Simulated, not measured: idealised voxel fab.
Process module heading - voxel self aligned vias
We display cut, a cross-section 285 nm in width whose square cells are each 5 nm.
In this document a cross-section is written as a grid of square cells. It is given as a series of bands, listed from the top down, and a band is one or more rows of cells.
Basically the band line says how high the top is and how high the bottom is, in nm, and then what's in it from left to right, every material with its width in nm. Empty space shows up as "blank", and if a single material carries "full width" it runs the full band edge to edge.
Heights are measured from 0, the level below which the as-received wafer is all one material; the lowest band has no bottom and continues downward, written as in "from 0 down".
So if you see something like "30..40" for the width, read it as the top row of the band sitting at the first number and the bottom row at the second, with every row in between moving by the same amount as the last.
The cross-section has no changed cell in any step marked "nothing changed".
Enclosed voids (no open way to top), threshold 8 cells or more, entry "Closed internal voids", notation width x height at distance, distance from left edge, nm.
Whatever follows a step's settings on its line is a remark the simulator itself makes about that step.
You can add "overlay nm" to a step's line. For a step with a mask, it describes how far the mask lay to the right of its planned position, and a negative number describes a lay to the left.
## The process steps that were planned are listed below
step 1: RECEIVE: material Si
step 2: CONFORMAL_DEP: material SiO2, thk nm 10
step 3: CONFORMAL_DEP: material SiCN, thk nm 5
step 4: DIRECTIONAL_DEP: material lowk, thk nm 20
step 5: MASKED_ETCH: tone open, mask id LINES, width nm 25, pitch nm 55, etch materials lowk, depth nm 20, overlay nm 0
step 6: CONFORMAL_DEP: material TiN, thk nm 5
step 7: FILL_DEP: material Ru, thk nm 10
step 8: CMP: height nm 35
step 9: SELECTIVE_ETCH: etch materials W Ru TiN, depth nm 5
step 10: FILL_DEP: material SiN, thk nm 10
step 11: CMP: height nm 35
step 12: DIRECTIONAL_DEP: material lowk, thk nm 20
step 13: PATTERN: tone open, mask id VIAS, material resist, width nm 35, pitch nm 110, thk nm 20, overlay nm 0
step 14: DIRECTIONAL_ETCH: etch materials lowk, depth nm 20
step 15: DIRECTIONAL_ETCH: etch materials SiN, depth nm 5
step 16: STRIP: etch materials resist
step 17: CONFORMAL_DEP: material TiN, thk nm 5
step 18: FILL_DEP: material W, thk nm 5
step 19: CMP: height nm 55
step 20: CONFORMAL_DEP: material SiN, thk nm 5
## The first wafer of two, processed as planned
## Incoming wafer in cross-section (state: after step 1)
	from 0 down  Si full width
	Closed internal voids: none
## Cross-section through the wafer, step 2 finished
	from 10 to 0  SiO2 full width
	Whatever lies below 0 is exactly as it was before.
## Cross-section through the wafer, step 3 finished
	from 15 to 10  SiCN full width
	Whatever lies below 10 is exactly as it was before.
## Cross-section through the wafer, step 4 finished
	from 35 to 15  lowk full width
	Whatever lies below 15 is exactly as it was before.
## Cross-section through the wafer, step 5 finished
	from 35 to 15  lowk 75 nm, then blank 25 nm, then lowk 30 nm, then blank 25 nm, then lowk 30 nm, then blank 25 nm, then lowk 75 nm
	Whatever lies below 15 is exactly as it was before.
## Cross-section through the wafer, step 6 finished
	from 40 to 35  TiN 80 nm, then blank 15 nm, then TiN 40 nm, then blank 15 nm, then TiN 40 nm, then blank 15 nm, then TiN 80 nm
	from 35 to 20  lowk 75 nm, then TiN 5 nm, then blank 15 nm, then TiN 5 nm, then lowk 30 nm, then TiN 5 nm, then blank 15 nm, then TiN 5 nm, then lowk 30 nm, then TiN 5 nm, then blank 15 nm, then TiN 5 nm, then lowk 75 nm
	from 20 to 15  lowk 75 nm, then TiN 25 nm, then lowk 30 nm, then TiN 25 nm, then lowk 30 nm, then TiN 25 nm, then lowk 75 nm
	Whatever lies below 15 is exactly as it was before.
## Cross-section through the wafer, step 7 finished
	from 50 to 40  Ru full width
	from 40 to 35  TiN 80 nm, then Ru 15 nm, then TiN 40 nm, then Ru 15 nm, then TiN 40 nm, then Ru 15 nm, then TiN 80 nm
	from 35 to 20  lowk 75 nm, then TiN 5 nm, then Ru 15 nm, then TiN 5 nm, then lowk 30 nm, then TiN 5 nm, then Ru 15 nm, then TiN 5 nm, then lowk 30 nm, then TiN 5 nm, then Ru 15 nm, then TiN 5 nm, then lowk 75 nm
	Whatever lies below 20 is exactly as it was before.
## Cross-section through the wafer, step 8 finished
	from 35 to 20  lowk 75 nm, then TiN 5 nm, then Ru 15 nm, then TiN 5 nm, then lowk 30 nm, then TiN 5 nm, then Ru 15 nm, then TiN 5 nm, then lowk 30 nm, then TiN 5 nm, then Ru 15 nm, then TiN 5 nm, then lowk 75 nm
	Whatever lies below 20 is exactly as it was before.
## Cross-section through the wafer, step 9 finished
	from 35 to 30  lowk 75 nm, then blank 25 nm, then lowk 30 nm, then blank 25 nm, then lowk 30 nm, then blank 25 nm, then lowk 75 nm
	Whatever lies below 30 is exactly as it was before.
## Cross-section through the wafer, step 10 finished
	from 45 to 35  SiN full width
	from 35 to 30  lowk 75 nm, then SiN 25 nm, then lowk 30 nm, then SiN 25 nm, then lowk 30 nm, then SiN 25 nm, then lowk 75 nm
	Whatever lies below 30 is exactly as it was before.
## Cross-section through the wafer, step 11 finished
	from 35 to 30  lowk 75 nm, then SiN 25 nm, then lowk 30 nm, then SiN 25 nm, then lowk 30 nm, then SiN 25 nm, then lowk 75 nm
	Whatever lies below 30 is exactly as it was before.
## Cross-section through the wafer, step 12 finished
	from 55 to 35  lowk full width
	Whatever lies below 35 is exactly as it was before.
## Cross-section through the wafer, step 13 finished
	from 75 to 55  resist 70 nm, then blank 35 nm, then resist 75 nm, then blank 35 nm, then resist 70 nm
	Whatever lies below 55 is exactly as it was before.
## Cross-section through the wafer, step 14 finished
	from 75 to 55  resist 70 nm, then blank 35 nm, then resist 75 nm, then blank 35 nm, then resist 70 nm
	from 55 to 35  lowk 70 nm, then blank 35 nm, then lowk 75 nm, then blank 35 nm, then lowk 70 nm
	Whatever lies below 35 is exactly as it was before.
## Cross-section through the wafer, step 15 finished
	from 75 to 55  resist 70 nm, then blank 35 nm, then resist 75 nm, then blank 35 nm, then resist 70 nm
	from 55 to 35  lowk 70 nm, then blank 35 nm, then lowk 75 nm, then blank 35 nm, then lowk 70 nm
	from 35 to 30  lowk 75 nm, then blank 25 nm, then lowk 30 nm, then SiN 25 nm, then lowk 30 nm, then blank 25 nm, then lowk 75 nm
	Whatever lies below 30 is exactly as it was before.
## Cross-section through the wafer, step 16 finished
	from 55 to 35  lowk 70 nm, then blank 35 nm, then lowk 75 nm, then blank 35 nm, then lowk 70 nm
	Whatever lies below 35 is exactly as it was before.
## Cross-section through the wafer, step 17 finished
	from 60 to 55  TiN 75 nm, then blank 25 nm, then TiN 85 nm, then blank 25 nm, then TiN 75 nm
	from 55 to 40  lowk 70 nm, then TiN 5 nm, then blank 25 nm, then TiN 5 nm, then lowk 75 nm, then TiN 5 nm, then blank 25 nm, then TiN 5 nm, then lowk 70 nm
	from 40 to 35  lowk 70 nm, then TiN 10 nm, then blank 15 nm, then TiN 10 nm, then lowk 75 nm, then TiN 10 nm, then blank 15 nm, then TiN 10 nm, then lowk 70 nm
	from 35 to 30  lowk 75 nm, then TiN 25 nm, then lowk 30 nm, then SiN 25 nm, then lowk 30 nm, then TiN 25 nm, then lowk 75 nm
	Whatever lies below 30 is exactly as it was before.
## Cross-section through the wafer, step 18 finished
	from 65 to 60  W full width
	from 60 to 55  TiN 75 nm, then W 25 nm, then TiN 85 nm, then W 25 nm, then TiN 75 nm
	from 55 to 40  lowk 70 nm, then TiN 5 nm, then W 25 nm, then TiN 5 nm, then lowk 75 nm, then TiN 5 nm, then W 25 nm, then TiN 5 nm, then lowk 70 nm
	from 40 to 35  lowk 70 nm, then TiN 10 nm, then W 15 nm, then TiN 10 nm, then lowk 75 nm, then TiN 10 nm, then W 15 nm, then TiN 10 nm, then lowk 70 nm
	Whatever lies below 35 is exactly as it was before.
## Cross-section through the wafer, step 19 finished
	from 55 to 40  lowk 70 nm, then TiN 5 nm, then W 25 nm, then TiN 5 nm, then lowk 75 nm, then TiN 5 nm, then W 25 nm, then TiN 5 nm, then lowk 70 nm
	Whatever lies below 40 is exactly as it was before.
## Cross-section through the wafer, step 20 finished
	from 60 to 55  SiN full width
	Whatever lies below 55 is exactly as it was before.
## It is to be noted that the second wafer proceeded from the same initial state and according to the same plan as the first, although one mistake was committed in its execution; through step 1, inclusive, the two wafers share an identical history
## Here is the second wafer in cross-section at the point where step 2 of the plan should have been done
	from 5 to 0  SiCN full width
	Whatever lies below 0 is exactly as it was before.
## Here is the second wafer in cross-section at the point where step 3 of the plan should have been done
	from 15 to 5  SiO2 full width
	Whatever lies below 5 is exactly as it was before.
## Here is the second wafer in cross-section at the point where step 4 of the plan should have been done
	from 35 to 15  lowk full width
	Whatever lies below 15 is exactly as it was before.
## Here is the second wafer in cross-section at the point where step 5 of the plan should have been done
	from 35 to 15  lowk 75 nm, then blank 25 nm, then lowk 30 nm, then blank 25 nm, then lowk 30 nm, then blank 25 nm, then lowk 75 nm
	Whatever lies below 15 is exactly as it was before.
## Here is the second wafer in cross-section at the point where step 6 of the plan should have been done
	from 40 to 35  TiN 80 nm, then blank 15 nm, then TiN 40 nm, then blank 15 nm, then TiN 40 nm, then blank 15 nm, then TiN 80 nm
	from 35 to 20  lowk 75 nm, then TiN 5 nm, then blank 15 nm, then TiN 5 nm, then lowk 30 nm, then TiN 5 nm, then blank 15 nm, then TiN 5 nm, then lowk 30 nm, then TiN 5 nm, then blank 15 nm, then TiN 5 nm, then lowk 75 nm
	from 20 to 15  lowk 75 nm, then TiN 25 nm, then lowk 30 nm, then TiN 25 nm, then lowk 30 nm, then TiN 25 nm, then lowk 75 nm
	Whatever lies below 15 is exactly as it was before.
## Here is the second wafer in cross-section at the point where step 7 of the plan should have been done
	from 50 to 40  Ru full width
	from 40 to 35  TiN 80 nm, then Ru 15 nm, then TiN 40 nm, then Ru 15 nm, then TiN 40 nm, then Ru 15 nm, then TiN 80 nm
	from 35 to 20  lowk 75 nm, then TiN 5 nm, then Ru 15 nm, then TiN 5 nm, then lowk 30 nm, then TiN 5 nm, then Ru 15 nm, then TiN 5 nm, then lowk 30 nm, then TiN 5 nm, then Ru 15 nm, then TiN 5 nm, then lowk 75 nm
	Whatever lies below 20 is exactly as it was before.
## Here is the second wafer in cross-section at the point where step 8 of the plan should have been done
	from 35 to 20  lowk 75 nm, then TiN 5 nm, then Ru 15 nm, then TiN 5 nm, then lowk 30 nm, then TiN 5 nm, then Ru 15 nm, then TiN 5 nm, then lowk 30 nm, then TiN 5 nm, then Ru 15 nm, then TiN 5 nm, then lowk 75 nm
	Whatever lies below 20 is exactly as it was before.
## Here is the second wafer in cross-section at the point where step 9 of the plan should have been done
	from 35 to 30  lowk 75 nm, then blank 25 nm, then lowk 30 nm, then blank 25 nm, then lowk 30 nm, then blank 25 nm, then lowk 75 nm
	Whatever lies below 30 is exactly as it was before.
## Here is the second wafer in cross-section at the point where step 10 of the plan should have been done
	from 45 to 35  SiN full width
	from 35 to 30  lowk 75 nm, then SiN 25 nm, then lowk 30 nm, then SiN 25 nm, then lowk 30 nm, then SiN 25 nm, then lowk 75 nm
	Whatever lies below 30 is exactly as it was before.
## Here is the second wafer in cross-section at the point where step 11 of the plan should have been done
	from 35 to 30  lowk 75 nm, then SiN 25 nm, then lowk 30 nm, then SiN 25 nm, then lowk 30 nm, then SiN 25 nm, then lowk 75 nm
	Whatever lies below 30 is exactly as it was before.
## Here is the second wafer in cross-section at the point where step 12 of the plan should have been done
	from 55 to 35  lowk full width
	Whatever lies below 35 is exactly as it was before.
## Here is the second wafer in cross-section at the point where step 13 of the plan should have been done
	from 75 to 55  resist 70 nm, then blank 35 nm, then resist 75 nm, then blank 35 nm, then resist 70 nm
	Whatever lies below 55 is exactly as it was before.
## Here is the second wafer in cross-section at the point where step 14 of the plan should have been done
	from 75 to 55  resist 70 nm, then blank 35 nm, then resist 75 nm, then blank 35 nm, then resist 70 nm
	from 55 to 35  lowk 70 nm, then blank 35 nm, then lowk 75 nm, then blank 35 nm, then lowk 70 nm
	Whatever lies below 35 is exactly as it was before.
## Here is the second wafer in cross-section at the point where step 15 of the plan should have been done
	from 75 to 55  resist 70 nm, then blank 35 nm, then resist 75 nm, then blank 35 nm, then resist 70 nm
	from 55 to 35  lowk 70 nm, then blank 35 nm, then lowk 75 nm, then blank 35 nm, then lowk 70 nm
	from 35 to 30  lowk 75 nm, then blank 25 nm, then lowk 30 nm, then SiN 25 nm, then lowk 30 nm, then blank 25 nm, then lowk 75 nm
	Whatever lies below 30 is exactly as it was before.
## Here is the second wafer in cross-section at the point where step 16 of the plan should have been done
	from 55 to 35  lowk 70 nm, then blank 35 nm, then lowk 75 nm, then blank 35 nm, then lowk 70 nm
	Whatever lies below 35 is exactly as it was before.
## Here is the second wafer in cross-section at the point where step 17 of the plan should have been done
	from 60 to 55  TiN 75 nm, then blank 25 nm, then TiN 85 nm, then blank 25 nm, then TiN 75 nm
	from 55 to 40  lowk 70 nm, then TiN 5 nm, then blank 25 nm, then TiN 5 nm, then lowk 75 nm, then TiN 5 nm, then blank 25 nm, then TiN 5 nm, then lowk 70 nm
	from 40 to 35  lowk 70 nm, then TiN 10 nm, then blank 15 nm, then TiN 10 nm, then lowk 75 nm, then TiN 10 nm, then blank 15 nm, then TiN 10 nm, then lowk 70 nm
	from 35 to 30  lowk 75 nm, then TiN 25 nm, then lowk 30 nm, then SiN 25 nm, then lowk 30 nm, then TiN 25 nm, then lowk 75 nm
	Whatever lies below 30 is exactly as it was before.
## Here is the second wafer in cross-section at the point where step 18 of the plan should have been done
	from 65 to 60  W full width
	from 60 to 55  TiN 75 nm, then W 25 nm, then TiN 85 nm, then W 25 nm, then TiN 75 nm
	from 55 to 40  lowk 70 nm, then TiN 5 nm, then W 25 nm, then TiN 5 nm, then lowk 75 nm, then TiN 5 nm, then W 25 nm, then TiN 5 nm, then lowk 70 nm
	from 40 to 35  lowk 70 nm, then TiN 10 nm, then W 15 nm, then TiN 10 nm, then lowk 75 nm, then TiN 10 nm, then W 15 nm, then TiN 10 nm, then lowk 70 nm
	Whatever lies below 35 is exactly as it was before.
## Here is the second wafer in cross-section at the point where step 19 of the plan should have been done
	from 55 to 40  lowk 70 nm, then TiN 5 nm, then W 25 nm, then TiN 5 nm, then lowk 75 nm, then TiN 5 nm, then W 25 nm, then TiN 5 nm, then lowk 70 nm
	Whatever lies below 40 is exactly as it was before.
## Here is the second wafer in cross-section at the point where step 20 of the plan should have been done
	from 60 to 55  SiN full width
	Whatever lies below 55 is exactly as it was before.
Here's what went sideways: steps 2 and 3: order swapped relative to plan
Same inventory, different map: at the end, the second wafer holds as many cells of each material as the first, placed elsewhere.
